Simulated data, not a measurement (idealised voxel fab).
Process module name: voxel wiring stack
The cross-section shown here is cut; it is 235 nm wide and divided into square cells measuring 5 nm on a side.
Throughout this document, each cross-section is represented as a grid of square cells and is presented as a sequence of bands enumerated from the top downward, where a band comprises one or more rows of cells.
Heads up on the band format: heights come first, top then bottom, in nm. After that it's the materials left to right, each with its width in nm. A single material flagged "throughout" fills the whole band edge to edge, and "air" means there's empty space there.
Note: height 0 marks the level under which the wafer is uniformly one material as received. Lowest band unbounded below, written "z 0 and below".
The notation "30 to 40" denotes a width that varies across the rows of cells in the band, beginning at the first number in the top row, finishing at the second number in the bottom row, and changing by an identical amount from each row to the next.
"all unchanged" -> step changed no cross-section cell.
Listed in "Closed void list": every empty space of 8 or more cells without an open way to the top. Form: width x height at distance, the distance being from the left edge, all in nm.
On a step's line, text after the settings is the simulator commenting on that step.
The setting "overlay nm" may be written on the line of a step. When the step uses a mask, the value reports how far to the right of the planned place the mask lay, and a negative value reports that it lay to the left.
The following list gives the planned process steps:
1) RECEIVE: material Si
2) CONFORMAL_DEP: material SiO2, thk nm 15
3) DIRECTIONAL_DEP: material TiN, thk nm 5
4) DIRECTIONAL_DEP: material W, thk nm 25
5) PATTERN: tone cover, mask id METAL_1, material resist, width nm 20, pitch nm 40, thk nm 15, overlay nm 0
6) DIRECTIONAL_ETCH: etch materials W, depth nm 25
7) DIRECTIONAL_ETCH: etch materials TiN, depth nm 5
8) STRIP: etch materials resist
9) FILL_DEP: material lowk, thk nm 5
10) CMP: height nm 45
11) CONFORMAL_DEP: material SiCN, thk nm 5
12) DIRECTIONAL_DEP: material SiO2, thk nm 15
13) PATTERN: tone open, mask id PLUG_1, material resist, width nm 15, pitch nm 40, thk nm 20, overlay nm 0
14) DIRECTIONAL_ETCH: etch materials SiO2, depth nm 15
15) DIRECTIONAL_ETCH: etch materials SiCN, depth nm 5
16) STRIP: etch materials resist
17) CONFORMAL_DEP: material TiN, thk nm 5
18) FILL_DEP: material W, thk nm 10
19) CMP: height nm 65
20) CONFORMAL_DEP: material SiCN, thk nm 5
21) DIRECTIONAL_DEP: material SiO2, thk nm 20
22) PATTERN: tone open, mask id METAL_2, material resist, width nm 20, pitch nm 40, thk nm 15, overlay nm 0
23) DIRECTIONAL_ETCH: etch materials SiO2, depth nm 20
24) DIRECTIONAL_ETCH: etch materials SiCN, depth nm 5
25) STRIP: etch materials resist
26) CONFORMAL_DEP: material TiN, thk nm 5
27) FILL_DEP: material Cu, thk nm 10
28) CMP: height nm 90
29) EPI: material Ru, thk nm 5
30) FILL_DEP: material SiCN, thk nm 5
31) DIRECTIONAL_DEP: material lowk, thk nm 30
32) PATTERN: tone open, mask id METAL_3, material resist, width nm 20, pitch nm 40, thk nm 20, overlay nm 0
33) DIRECTIONAL_ETCH: etch materials lowk, depth nm 20
34) STRIP: etch materials resist
35) DIRECTIONAL_DEP: material aC, thk nm 10
36) PATTERN: tone open, mask id METAL_3_HOLES, material resist, width nm 15, thk nm 25, overlay nm 0
37) DIRECTIONAL_ETCH: etch materials aC, depth nm 10
38) STRIP: etch materials resist
39) DIRECTIONAL_ETCH: etch materials lowk, depth nm 10
40) DIRECTIONAL_ETCH: etch materials SiCN, depth nm 5
41) STRIP: etch materials aC
42) CONFORMAL_DEP: material TiN, thk nm 5
43) FILL_DEP: material Ru, thk nm 5
44) CMP: height nm 130
45) CONFORMAL_DEP: material SiCN, thk nm 5
46) DIRECTIONAL_DEP: material lowk, thk nm 10
47) DIRECTIONAL_DEP: material aC, thk nm 10
48) PATTERN: tone open, mask id PLUG_3, material resist, width nm 15, pitch nm 40, thk nm 25, overlay nm 0
49) DIRECTIONAL_ETCH: etch materials aC, depth nm 10
50) STRIP: etch materials resist
51) DIRECTIONAL_ETCH: etch materials lowk, depth nm 10
52) DIRECTIONAL_ETCH: etch materials SiCN, depth nm 5
53) STRIP: etch materials aC
54) CONFORMAL_DEP: material TiN, thk nm 5
55) FILL_DEP: material Cu, thk nm 5
56) CMP: height nm 145
57) DIRECTIONAL_DEP: material TiN, thk nm 5
58) DIRECTIONAL_DEP: material Ru, thk nm 15
59) DIRECTIONAL_DEP: material aC, thk nm 10
60) PATTERN: tone cover, mask id METAL_4, material resist, width nm 20, pitch nm 40, thk nm 30, overlay nm 0
61) DIRECTIONAL_ETCH: etch materials aC, depth nm 10
62) STRIP: etch materials resist
63) DIRECTIONAL_ETCH: etch materials Ru, depth nm 15
64) DIRECTIONAL_ETCH: etch materials TiN, depth nm 5
65) STRIP: etch materials aC
66) CONFORMAL_DEP: material SiN, thk nm 5
67) FILL_DEP: material SiO2, thk nm 10
68) CMP: height nm 165
69) CONFORMAL_DEP: material SiCN, thk nm 5
Run as planned: first of two wafers:
Cross-section, incoming material, after step 1:
  z 0 and below | Si throughout
  Closed void list: none
Wafer after step 2 (cross-section):
  z 15 to 0 | SiO2 throughout
  below 0: unchanged
Wafer after step 3 (cross-section):
  z 20 to 15 | TiN throughout
  below 15: unchanged
Wafer after step 4 (cross-section):
  z 45 to 20 | W throughout
  below 20: unchanged
Wafer after step 5 (cross-section):
  z 60 to 45 | air 85 / resist 20 / air 20 / resist 20 / air 90
  below 45: unchanged
Wafer after step 6 (cross-section):
  z 60 to 45 | air 85 / resist 20 / air 20 / resist 20 / air 90
  z 45 to 20 | air 85 / W 20 / air 20 / W 20 / air 90
  below 20: unchanged
Wafer after step 7 (cross-section):
  z 60 to 45 | air 85 / resist 20 / air 20 / resist 20 / air 90
  z 45 to 20 | air 85 / W 20 / air 20 / W 20 / air 90
  z 20 to 15 | air 85 / TiN 20 / air 20 / TiN 20 / air 90
  below 15: unchanged
Wafer after step 8 (cross-section):
  z 45 to 20 | air 85 / W 20 / air 20 / W 20 / air 90
  below 20: unchanged
Wafer after step 9 (cross-section):
  z 50 to 45 | lowk throughout
  z 45 to 20 | lowk 85 / W 20 / lowk 20 / W 20 / lowk 90
  z 20 to 15 | lowk 85 / TiN 20 / lowk 20 / TiN 20 / lowk 90
  below 15: unchanged
Wafer after step 10 (cross-section):
  z 45 to 20 | lowk 85 / W 20 / lowk 20 / W 20 / lowk 90
  below 20: unchanged
Wafer after step 11 (cross-section):
  z 50 to 45 | SiCN throughout
  below 45: unchanged
Wafer after step 12 (cross-section):
  z 65 to 50 | SiO2 throughout
  below 50: unchanged
Wafer after step 13 (cross-section):
  z 85 to 65 | resist 85 / air 15 / resist 25 / air 15 / resist 95
  below 65: unchanged
Wafer after step 14 (cross-section):
  z 85 to 65 | resist 85 / air 15 / resist 25 / air 15 / resist 95
  z 65 to 50 | SiO2 85 / air 15 / SiO2 25 / air 15 / SiO2 95
  below 50: unchanged
Wafer after step 15 (cross-section):
  z 85 to 65 | resist 85 / air 15 / resist 25 / air 15 / resist 95
  z 65 to 50 | SiO2 85 / air 15 / SiO2 25 / air 15 / SiO2 95
  z 50 to 45 | SiCN 85 / air 15 / SiCN 25 / air 15 / SiCN 95
  below 45: unchanged
Wafer after step 16 (cross-section):
  z 65 to 50 | SiO2 85 / air 15 / SiO2 25 / air 15 / SiO2 95
  below 50: unchanged
Wafer after step 17 (cross-section):
  z 70 to 65 | TiN 90 / air 5 / TiN 35 / air 5 / TiN 100
  z 65 to 50 | SiO2 85 / TiN 5 / air 5 / TiN 5 / SiO2 25 / TiN 5 / air 5 / TiN 5 / SiO2 95
  z 50 to 45 | SiCN 85 / TiN 15 / SiCN 25 / TiN 15 / SiCN 95
  below 45: unchanged
Wafer after step 18 (cross-section):
  z 80 to 70 | W throughout
  z 70 to 65 | TiN 90 / W 5 / TiN 35 / W 5 / TiN 100
  z 65 to 50 | SiO2 85 / TiN 5 / W 5 / TiN 5 / SiO2 25 / TiN 5 / W 5 / TiN 5 / SiO2 95
  below 50: unchanged
Wafer after step 19 (cross-section):
  z 65 to 50 | SiO2 85 / TiN 5 / W 5 / TiN 5 / SiO2 25 / TiN 5 / W 5 / TiN 5 / SiO2 95
  below 50: unchanged
Wafer after step 20 (cross-section):
  z 70 to 65 | SiCN throughout
  below 65: unchanged
Wafer after step 21 (cross-section):
  z 90 to 70 | SiO2 throughout
  below 70: unchanged
Wafer after step 22 (cross-section):
  z 105 to 90 | resist 85 / air 20 / resist 20 / air 20 / resist 90
  below 90: unchanged
Wafer after step 23 (cross-section):
  z 105 to 90 | resist 85 / air 20 / resist 20 / air 20 / resist 90
  z 90 to 70 | SiO2 85 / air 20 / SiO2 20 / air 20 / SiO2 90
  below 70: unchanged
Wafer after step 24 (cross-section):
  z 105 to 90 | resist 85 / air 20 / resist 20 / air 20 / resist 90
  z 90 to 70 | SiO2 85 / air 20 / SiO2 20 / air 20 / SiO2 90
  z 70 to 65 | SiCN 85 / air 20 / SiCN 20 / air 20 / SiCN 90
  below 65: unchanged
Wafer after step 25 (cross-section):
  z 90 to 70 | SiO2 85 / air 20 / SiO2 20 / air 20 / SiO2 90
  below 70: unchanged
Wafer after step 26 (cross-section):
  z 95 to 90 | TiN 90 / air 10 / TiN 30 / air 10 / TiN 95
  z 90 to 70 | SiO2 85 / TiN 5 / air 10 / TiN 5 / SiO2 20 / TiN 5 / air 10 / TiN 5 / SiO2 90
  z 70 to 65 | SiCN 85 / TiN 20 / SiCN 20 / TiN 20 / SiCN 90
  below 65: unchanged
Wafer after step 27 (cross-section):
  z 105 to 95 | Cu throughout
  z 95 to 90 | TiN 90 / Cu 10 / TiN 30 / Cu 10 / TiN 95
  z 90 to 70 | SiO2 85 / TiN 5 / Cu 10 / TiN 5 / SiO2 20 / TiN 5 / Cu 10 / TiN 5 / SiO2 90
  below 70: unchanged
Wafer after step 28 (cross-section):
  z 90 to 70 | SiO2 85 / TiN 5 / Cu 10 / TiN 5 / SiO2 20 / TiN 5 / Cu 10 / TiN 5 / SiO2 90
  below 70: unchanged
Wafer after step 29 (cross-section):
  z 95 to 90 | air 80 / Ru 30 / air 10 / Ru 30 / air 85
  below 90: unchanged
Wafer after step 30 (cross-section):
  z 100 to 95 | SiCN throughout
  z 95 to 90 | SiCN 80 / Ru 30 / SiCN 10 / Ru 30 / SiCN 85
  below 90: unchanged
Wafer after step 31 (cross-section):
  z 130 to 100 | lowk throughout
  below 100: unchanged
Wafer after step 32 (cross-section):
  z 150 to 130 | resist 85 / air 20 / resist 20 / air 20 / resist 90
  below 130: unchanged
Wafer after step 33 (cross-section):
  z 150 to 130 | resist 85 / air 20 / resist 20 / air 20 / resist 90
  z 130 to 110 | lowk 85 / air 20 / lowk 20 / air 20 / lowk 90
  below 110: unchanged
Wafer after step 34 (cross-section):
  z 130 to 110 | lowk 85 / air 20 / lowk 20 / air 20 / lowk 90
  below 110: unchanged
Wafer after step 35 (cross-section):
  z 140 to 130 | aC 85 / air 20 / aC 20 / air 20 / aC 90
  z 130 to 120 | lowk 85 / air 20 / lowk 20 / air 20 / lowk 90
  z 120 to 110 | lowk 85 / aC 20 / lowk 20 / aC 20 / lowk 90
  below 110: unchanged
Wafer after step 36 (cross-section):
  z 165 to 140 | resist 85 / air 15 / resist 135
  z 140 to 130 | aC 85 / air 15 / resist 5 / aC 20 / resist 20 / aC 90
  z 130 to 120 | lowk 85 / air 15 / resist 5 / lowk 20 / resist 20 / lowk 90
  below 120: unchanged
Wafer after step 37 (cross-section):
  z 155 to 140 | resist 85 / air 15 / resist 135
  z 140 to 130 | aC 85 / air 15 / resist 5 / aC 20 / resist 20 / aC 90
  z 130 to 120 | lowk 85 / air 15 / resist 5 / lowk 20 / resist 20 / lowk 90
  z 120 to 110 | lowk 85 / air 15 / aC 5 / lowk 20 / aC 20 / lowk 90
  below 110: unchanged
Wafer after step 38 (cross-section):
  z 140 to 130 | aC 85 / air 20 / aC 20 / air 20 / aC 90
  z 130 to 120 | lowk 85 / air 20 / lowk 20 / air 20 / lowk 90
  below 120: unchanged
Wafer after step 39 (cross-section):
  z 140 to 130 | aC 85 / air 20 / aC 20 / air 20 / aC 90
  z 130 to 120 | lowk 85 / air 20 / lowk 20 / air 20 / lowk 90
  z 120 to 110 | lowk 85 / air 15 / aC 5 / lowk 20 / aC 20 / lowk 90
  z 110 to 100 | lowk 85 / air 15 / lowk 135
  below 100: unchanged
Wafer after step 40 (cross-section):
  z 140 to 130 | aC 85 / air 20 / aC 20 / air 20 / aC 90
  z 130 to 120 | lowk 85 / air 20 / lowk 20 / air 20 / lowk 90
  z 120 to 110 | lowk 85 / air 15 / aC 5 / lowk 20 / aC 20 / lowk 90
  z 110 to 100 | lowk 85 / air 15 / lowk 135
  z 100 to 95 | SiCN 85 / air 15 / SiCN 135
  below 95: unchanged
Wafer after step 41 (cross-section):
  z 130 to 110 | lowk 85 / air 20 / lowk 20 / air 20 / lowk 90
  below 110: unchanged
Wafer after step 42 (cross-section):
  z 135 to 130 | TiN 90 / air 10 / TiN 30 / air 10 / TiN 95
  z 130 to 115 | lowk 85 / TiN 5 / air 10 / TiN 5 / lowk 20 / TiN 5 / air 10 / TiN 5 / lowk 90
  z 115 to 110 | lowk 85 / TiN 5 / air 5 / TiN 10 / lowk 20 / TiN 20 / lowk 90
  z 110 to 100 | lowk 85 / TiN 5 / air 5 / TiN 5 / lowk 135
  z 100 to 95 | SiCN 85 / TiN 15 / SiCN 135
  below 95: unchanged
Wafer after step 43 (cross-section):
  z 140 to 135 | Ru throughout
  z 135 to 130 | TiN 90 / Ru 10 / TiN 30 / Ru 10 / TiN 95
  z 130 to 115 | lowk 85 / TiN 5 / Ru 10 / TiN 5 / lowk 20 / TiN 5 / Ru 10 / TiN 5 / lowk 90
  z 115 to 110 | lowk 85 / TiN 5 / Ru 5 / TiN 10 / lowk 20 / TiN 20 / lowk 90
  z 110 to 100 | lowk 85 / TiN 5 / Ru 5 / TiN 5 / lowk 135
  below 100: unchanged
Wafer after step 44 (cross-section):
  z 130 to 115 | lowk 85 / TiN 5 / Ru 10 / TiN 5 / lowk 20 / TiN 5 / Ru 10 / TiN 5 / lowk 90
  below 115: unchanged
Wafer after step 45 (cross-section):
  z 135 to 130 | SiCN throughout
  below 130: unchanged
Wafer after step 46 (cross-section):
  z 145 to 135 | lowk throughout
  below 135: unchanged
Wafer after step 47 (cross-section):
  z 155 to 145 | aC throughout
  below 145: unchanged
Wafer after step 48 (cross-section):
  z 180 to 155 | resist 85 / air 15 / resist 25 / air 15 / resist 95
  below 155: unchanged
Wafer after step 49 (cross-section):
  z 170 to 155 | resist 85 / air 15 / resist 25 / air 15 / resist 95
  z 155 to 145 | aC 85 / air 15 / aC 25 / air 15 / aC 95
  below 145: unchanged
Wafer after step 50 (cross-section):
  z 155 to 145 | aC 85 / air 15 / aC 25 / air 15 / aC 95
  below 145: unchanged
Wafer after step 51 (cross-section):
  z 155 to 145 | aC 85 / air 15 / aC 25 / air 15 / aC 95
  z 145 to 135 | lowk 85 / air 15 / lowk 25 / air 15 / lowk 95
  below 135: unchanged
Wafer after step 52 (cross-section):
  z 155 to 145 | aC 85 / air 15 / aC 25 / air 15 / aC 95
  z 145 to 135 | lowk 85 / air 15 / lowk 25 / air 15 / lowk 95
  z 135 to 130 | SiCN 85 / air 15 / SiCN 25 / air 15 / SiCN 95
  below 130: unchanged
Wafer after step 53 (cross-section):
  z 145 to 135 | lowk 85 / air 15 / lowk 25 / air 15 / lowk 95
  below 135: unchanged
Wafer after step 54 (cross-section):
  z 150 to 145 | TiN 90 / air 5 / TiN 35 / air 5 / TiN 100
  z 145 to 135 | lowk 85 / TiN 5 / air 5 / TiN 5 / lowk 25 / TiN 5 / air 5 / TiN 5 / lowk 95
  z 135 to 130 | SiCN 85 / TiN 15 / SiCN 25 / TiN 15 / SiCN 95
  below 130: unchanged
Wafer after step 55 (cross-section):
  z 155 to 150 | Cu throughout
  z 150 to 145 | TiN 90 / Cu 5 / TiN 35 / Cu 5 / TiN 100
  z 145 to 135 | lowk 85 / TiN 5 / Cu 5 / TiN 5 / lowk 25 / TiN 5 / Cu 5 / TiN 5 / lowk 95
  below 135: unchanged
Wafer after step 56 (cross-section):
  z 145 to 135 | lowk 85 / TiN 5 / Cu 5 / TiN 5 / lowk 25 / TiN 5 / Cu 5 / TiN 5 / lowk 95
  below 135: unchanged
Wafer after step 57 (cross-section):
  z 150 to 145 | TiN throughout
  below 145: unchanged
Wafer after step 58 (cross-section):
  z 165 to 150 | Ru throughout
  below 150: unchanged
Wafer after step 59 (cross-section):
  z 175 to 165 | aC throughout
  below 165: unchanged
Wafer after step 60 (cross-section):
  z 205 to 175 | air 85 / resist 20 / air 20 / resist 20 / air 90
  below 175: unchanged
Wafer after step 61 (cross-section):
  z 195 to 175 | air 85 / resist 20 / air 20 / resist 20 / air 90
  z 175 to 165 | air 85 / aC 20 / air 20 / aC 20 / air 90
  below 165: unchanged
Wafer after step 62 (cross-section):
  z 175 to 165 | air 85 / aC 20 / air 20 / aC 20 / air 90
  below 165: unchanged
Wafer after step 63 (cross-section):
  z 175 to 165 | air 85 / aC 20 / air 20 / aC 20 / air 90
  z 165 to 150 | air 85 / Ru 20 / air 20 / Ru 20 / air 90
  below 150: unchanged
Wafer after step 64 (cross-section):
  z 175 to 165 | air 85 / aC 20 / air 20 / aC 20 / air 90
  z 165 to 150 | air 85 / Ru 20 / air 20 / Ru 20 / air 90
  z 150 to 145 | air 85 / TiN 20 / air 20 / TiN 20 / air 90
  below 145: unchanged
Wafer after step 65 (cross-section):
  z 165 to 150 | air 85 / Ru 20 / air 20 / Ru 20 / air 90
  below 150: unchanged
Wafer after step 66 (cross-section):
  z 170 to 165 | air 80 / SiN 30 / air 10 / SiN 30 / air 85
  z 165 to 150 | air 80 / SiN 5 / Ru 20 / SiN 5 / air 10 / SiN 5 / Ru 20 / SiN 5 / air 85
  z 150 to 145 | SiN 85 / TiN 20 / SiN 20 / TiN 20 / SiN 90
  below 145: unchanged
Wafer after step 67 (cross-section):
  z 180 to 170 | SiO2 throughout
  z 170 to 165 | SiO2 80 / SiN 30 / SiO2 10 / SiN 30 / SiO2 85
  z 165 to 150 | SiO2 80 / SiN 5 / Ru 20 / SiN 5 / SiO2 10 / SiN 5 / Ru 20 / SiN 5 / SiO2 85
  below 150: unchanged
Wafer after step 68 (cross-section):
  z 165 to 150 | SiO2 80 / SiN 5 / Ru 20 / SiN 5 / SiO2 10 / SiN 5 / Ru 20 / SiN 5 / SiO2 85
  below 150: unchanged
Wafer after step 69 (cross-section):
  z 170 to 165 | SiCN throughout
  below 165: unchanged
Okay, second wafer. Nothing different at the start, nothing different in the plan, just one mistake somewhere in the running. As far as step 29, counting that step, it's the first wafer all over again:
Look at the second wafer in cross-section at the time step 30 ought to have finished: all unchanged
Look at the second wafer in cross-section at the time step 31 ought to have finished:
  z 125 to 120 | air 80 / lowk 30 / air 10 / lowk 30 / air 85
  z 120 to 95 | lowk throughout
  z 95 to 90 | lowk 80 / Ru 30 / lowk 10 / Ru 30 / lowk 85
  below 90: unchanged
Look at the second wafer in cross-section at the time step 32 ought to have finished:
  z 145 to 125 | resist 85 / air 20 / resist 20 / air 20 / resist 90
  z 125 to 120 | resist 80 / lowk 30 / resist 10 / lowk 30 / resist 85
  below 120: unchanged
Look at the second wafer in cross-section at the time step 33 ought to have finished:
  z 145 to 125 | resist 85 / air 20 / resist 20 / air 20 / resist 90
  z 125 to 120 | resist 80 / lowk 5 / air 20 / lowk 5 / resist 10 / lowk 5 / air 20 / lowk 5 / resist 85
  z 120 to 105 | lowk 85 / air 20 / lowk 20 / air 20 / lowk 90
  below 105: unchanged
Look at the second wafer in cross-section at the time step 34 ought to have finished:
  z 125 to 120 | air 80 / lowk 5 / air 20 / lowk 5 / air 10 / lowk 5 / air 20 / lowk 5 / air 85
  below 120: unchanged
Look at the second wafer in cross-section at the time step 35 ought to have finished:
  z 135 to 130 | air 80 / aC 5 / air 20 / aC 5 / air 10 / aC 5 / air 20 / aC 5 / air 85
  z 130 to 125 | aC 85 / air 20 / aC 20 / air 20 / aC 90
  z 125 to 120 | aC 80 / lowk 5 / air 20 / lowk 5 / aC 10 / lowk 5 / air 20 / lowk 5 / aC 85
  z 120 to 115 | lowk 85 / air 20 / lowk 20 / air 20 / lowk 90
  z 115 to 105 | lowk 85 / aC 20 / lowk 20 / aC 20 / lowk 90
  below 105: unchanged
Look at the second wafer in cross-section at the time step 36 ought to have finished:
  z 160 to 135 | resist 85 / air 15 / resist 135
  z 135 to 130 | resist 80 / aC 5 / air 15 / resist 5 / aC 5 / resist 10 / aC 5 / resist 20 / aC 5 / resist 85
  z 130 to 125 | aC 85 / air 15 / resist 5 / aC 20 / resist 20 / aC 90
  z 125 to 120 | aC 80 / lowk 5 / air 15 / resist 5 / lowk 5 / aC 10 / lowk 5 / resist 20 / lowk 5 / aC 85
  z 120 to 115 | lowk 85 / air 15 / resist 5 / lowk 20 / resist 20 / lowk 90
  below 115: unchanged
Look at the second wafer in cross-section at the time step 37 ought to have finished:
  z 150 to 135 | resist 85 / air 15 / resist 135
  z 135 to 130 | resist 80 / aC 5 / air 15 / resist 5 / aC 5 / resist 10 / aC 5 / resist 20 / aC 5 / resist 85
  z 130 to 125 | aC 85 / air 15 / resist 5 / aC 20 / resist 20 / aC 90
  z 125 to 120 | aC 80 / lowk 5 / air 15 / resist 5 / lowk 5 / aC 10 / lowk 5 / resist 20 / lowk 5 / aC 85
  z 120 to 115 | lowk 85 / air 15 / resist 5 / lowk 20 / resist 20 / lowk 90
  z 115 to 105 | lowk 85 / air 15 / aC 5 / lowk 20 / aC 20 / lowk 90
  below 105: unchanged
Look at the second wafer in cross-section at the time step 38 ought to have finished:
  z 135 to 130 | air 80 / aC 5 / air 20 / aC 5 / air 10 / aC 5 / air 20 / aC 5 / air 85
  z 130 to 125 | aC 85 / air 20 / aC 20 / air 20 / aC 90
  z 125 to 120 | aC 80 / lowk 5 / air 20 / lowk 5 / aC 10 / lowk 5 / air 20 / lowk 5 / aC 85
  z 120 to 115 | lowk 85 / air 20 / lowk 20 / air 20 / lowk 90
  below 115: unchanged
Look at the second wafer in cross-section at the time step 39 ought to have finished:
  z 135 to 130 | air 80 / aC 5 / air 20 / aC 5 / air 10 / aC 5 / air 20 / aC 5 / air 85
  z 130 to 125 | aC 85 / air 20 / aC 20 / air 20 / aC 90
  z 125 to 120 | aC 80 / lowk 5 / air 20 / lowk 5 / aC 10 / lowk 5 / air 20 / lowk 5 / aC 85
  z 120 to 115 | lowk 85 / air 20 / lowk 20 / air 20 / lowk 90
  z 115 to 105 | lowk 85 / air 15 / aC 5 / lowk 20 / aC 20 / lowk 90
  z 105 to 95 | lowk 85 / air 15 / lowk 135
  below 95: unchanged
Look at the second wafer in cross-section at the time step 40 ought to have finished: all unchanged
Look at the second wafer in cross-section at the time step 41 ought to have finished:
  z 125 to 120 | air 80 / lowk 5 / air 20 / lowk 5 / air 10 / lowk 5 / air 20 / lowk 5 / air 85
  z 120 to 105 | lowk 85 / air 20 / lowk 20 / air 20 / lowk 90
  below 105: unchanged
Look at the second wafer in cross-section at the time step 42 ought to have finished:
  z 130 to 125 | air 75 / TiN 15 / air 10 / TiN 30 / air 10 / TiN 15 / air 80
  z 125 to 120 | TiN 80 / lowk 5 / TiN 5 / air 10 / TiN 5 / lowk 5 / TiN 10 / lowk 5 / TiN 5 / air 10 / TiN 5 / lowk 5 / TiN 85
  z 120 to 110 | lowk 85 / TiN 5 / air 10 / TiN 5 / lowk 20 / TiN 5 / air 10 / TiN 5 / lowk 90
  z 110 to 105 | lowk 85 / TiN 5 / air 5 / TiN 10 / lowk 20 / TiN 20 / lowk 90
  z 105 to 100 | lowk 85 / TiN 5 / air 5 / TiN 5 / lowk 135
  z 100 to 95 | lowk 85 / TiN 15 / lowk 135
  below 95: unchanged
Look at the second wafer in cross-section at the time step 43 ought to have finished:
  z 135 to 130 | Ru throughout
  z 130 to 125 | Ru 75 / TiN 15 / Ru 10 / TiN 30 / Ru 10 / TiN 15 / Ru 80
  z 125 to 120 | TiN 80 / lowk 5 / TiN 5 / Ru 10 / TiN 5 / lowk 5 / TiN 10 / lowk 5 / TiN 5 / Ru 10 / TiN 5 / lowk 5 / TiN 85
  z 120 to 110 | lowk 85 / TiN 5 / Ru 10 / TiN 5 / lowk 20 / TiN 5 / Ru 10 / TiN 5 / lowk 90
  z 110 to 105 | lowk 85 / TiN 5 / Ru 5 / TiN 10 / lowk 20 / TiN 20 / lowk 90
  z 105 to 100 | lowk 85 / TiN 5 / Ru 5 / TiN 5 / lowk 135
  below 100: unchanged
Look at the second wafer in cross-section at the time step 44 ought to have finished:
  z 130 to 125 | Ru 75 / TiN 15 / Ru 10 / TiN 30 / Ru 10 / TiN 15 / Ru 80
  below 125: unchanged
Look at the second wafer in cross-section at the time step 45 ought to have finished:
  z 135 to 130 | SiCN throughout
  below 130: unchanged
Look at the second wafer in cross-section at the time step 46 ought to have finished:
  z 145 to 135 | lowk throughout
  below 135: unchanged
Look at the second wafer in cross-section at the time step 47 ought to have finished:
  z 155 to 145 | aC throughout
  below 145: unchanged
Look at the second wafer in cross-section at the time step 48 ought to have finished:
  z 180 to 155 | resist 85 / air 15 / resist 25 / air 15 / resist 95
  below 155: unchanged
Look at the second wafer in cross-section at the time step 49 ought to have finished:
  z 170 to 155 | resist 85 / air 15 / resist 25 / air 15 / resist 95
  z 155 to 145 | aC 85 / air 15 / aC 25 / air 15 / aC 95
  below 145: unchanged
Look at the second wafer in cross-section at the time step 50 ought to have finished:
  z 155 to 145 | aC 85 / air 15 / aC 25 / air 15 / aC 95
  below 145: unchanged
Look at the second wafer in cross-section at the time step 51 ought to have finished:
  z 155 to 145 | aC 85 / air 15 / aC 25 / air 15 / aC 95
  z 145 to 135 | lowk 85 / air 15 / lowk 25 / air 15 / lowk 95
  below 135: unchanged
Look at the second wafer in cross-section at the time step 52 ought to have finished:
  z 155 to 145 | aC 85 / air 15 / aC 25 / air 15 / aC 95
  z 145 to 135 | lowk 85 / air 15 / lowk 25 / air 15 / lowk 95
  z 135 to 130 | SiCN 85 / air 15 / SiCN 25 / air 15 / SiCN 95
  below 130: unchanged
Look at the second wafer in cross-section at the time step 53 ought to have finished:
  z 145 to 135 | lowk 85 / air 15 / lowk 25 / air 15 / lowk 95
  below 135: unchanged
Look at the second wafer in cross-section at the time step 54 ought to have finished:
  z 150 to 145 | TiN 90 / air 5 / TiN 35 / air 5 / TiN 100
  z 145 to 135 | lowk 85 / TiN 5 / air 5 / TiN 5 / lowk 25 / TiN 5 / air 5 / TiN 5 / lowk 95
  z 135 to 130 | SiCN 85 / TiN 15 / SiCN 25 / TiN 15 / SiCN 95
  below 130: unchanged
Look at the second wafer in cross-section at the time step 55 ought to have finished:
  z 155 to 150 | Cu throughout
  z 150 to 145 | TiN 90 / Cu 5 / TiN 35 / Cu 5 / TiN 100
  z 145 to 135 | lowk 85 / TiN 5 / Cu 5 / TiN 5 / lowk 25 / TiN 5 / Cu 5 / TiN 5 / lowk 95
  below 135: unchanged
Look at the second wafer in cross-section at the time step 56 ought to have finished:
  z 145 to 135 | lowk 85 / TiN 5 / Cu 5 / TiN 5 / lowk 25 / TiN 5 / Cu 5 / TiN 5 / lowk 95
  below 135: unchanged
Look at the second wafer in cross-section at the time step 57 ought to have finished:
  z 150 to 145 | TiN throughout
  below 145: unchanged
Look at the second wafer in cross-section at the time step 58 ought to have finished:
  z 165 to 150 | Ru throughout
  below 150: unchanged
Look at the second wafer in cross-section at the time step 59 ought to have finished:
  z 175 to 165 | aC throughout
  below 165: unchanged
Look at the second wafer in cross-section at the time step 60 ought to have finished:
  z 205 to 175 | air 85 / resist 20 / air 20 / resist 20 / air 90
  below 175: unchanged
Look at the second wafer in cross-section at the time step 61 ought to have finished:
  z 195 to 175 | air 85 / resist 20 / air 20 / resist 20 / air 90
  z 175 to 165 | air 85 / aC 20 / air 20 / aC 20 / air 90
  below 165: unchanged
Look at the second wafer in cross-section at the time step 62 ought to have finished:
  z 175 to 165 | air 85 / aC 20 / air 20 / aC 20 / air 90
  below 165: unchanged
Look at the second wafer in cross-section at the time step 63 ought to have finished:
  z 175 to 165 | air 85 / aC 20 / air 20 / aC 20 / air 90
  z 165 to 150 | air 85 / Ru 20 / air 20 / Ru 20 / air 90
  below 150: unchanged
Look at the second wafer in cross-section at the time step 64 ought to have finished:
  z 175 to 165 | air 85 / aC 20 / air 20 / aC 20 / air 90
  z 165 to 150 | air 85 / Ru 20 / air 20 / Ru 20 / air 90
  z 150 to 145 | air 85 / TiN 20 / air 20 / TiN 20 / air 90
  below 145: unchanged
Look at the second wafer in cross-section at the time step 65 ought to have finished:
  z 165 to 150 | air 85 / Ru 20 / air 20 / Ru 20 / air 90
  below 150: unchanged
Look at the second wafer in cross-section at the time step 66 ought to have finished:
  z 170 to 165 | air 80 / SiN 30 / air 10 / SiN 30 / air 85
  z 165 to 150 | air 80 / SiN 5 / Ru 20 / SiN 5 / air 10 / SiN 5 / Ru 20 / SiN 5 / air 85
  z 150 to 145 | SiN 85 / TiN 20 / SiN 20 / TiN 20 / SiN 90
  below 145: unchanged
Look at the second wafer in cross-section at the time step 67 ought to have finished:
  z 180 to 170 | SiO2 throughout
  z 170 to 165 | SiO2 80 / SiN 30 / SiO2 10 / SiN 30 / SiO2 85
  z 165 to 150 | SiO2 80 / SiN 5 / Ru 20 / SiN 5 / SiO2 10 / SiN 5 / Ru 20 / SiN 5 / SiO2 85
  below 150: unchanged
Look at the second wafer in cross-section at the time step 68 ought to have finished:
  z 165 to 150 | SiO2 80 / SiN 5 / Ru 20 / SiN 5 / SiO2 10 / SiN 5 / Ru 20 / SiN 5 / SiO2 85
  below 150: unchanged
Look at the second wafer in cross-section at the time step 69 ought to have finished:
  z 170 to 165 | SiCN throughout
  below 165: unchanged
In executing the process, a mistake was made relative to the plan: with respect to the plan, step 30 was omitted and not executed
The final cell counts differ between the wafers, with the second having more or fewer of some materials than the first: Ru: 34 more, SiCN: 79 fewer, TiN: 45 more
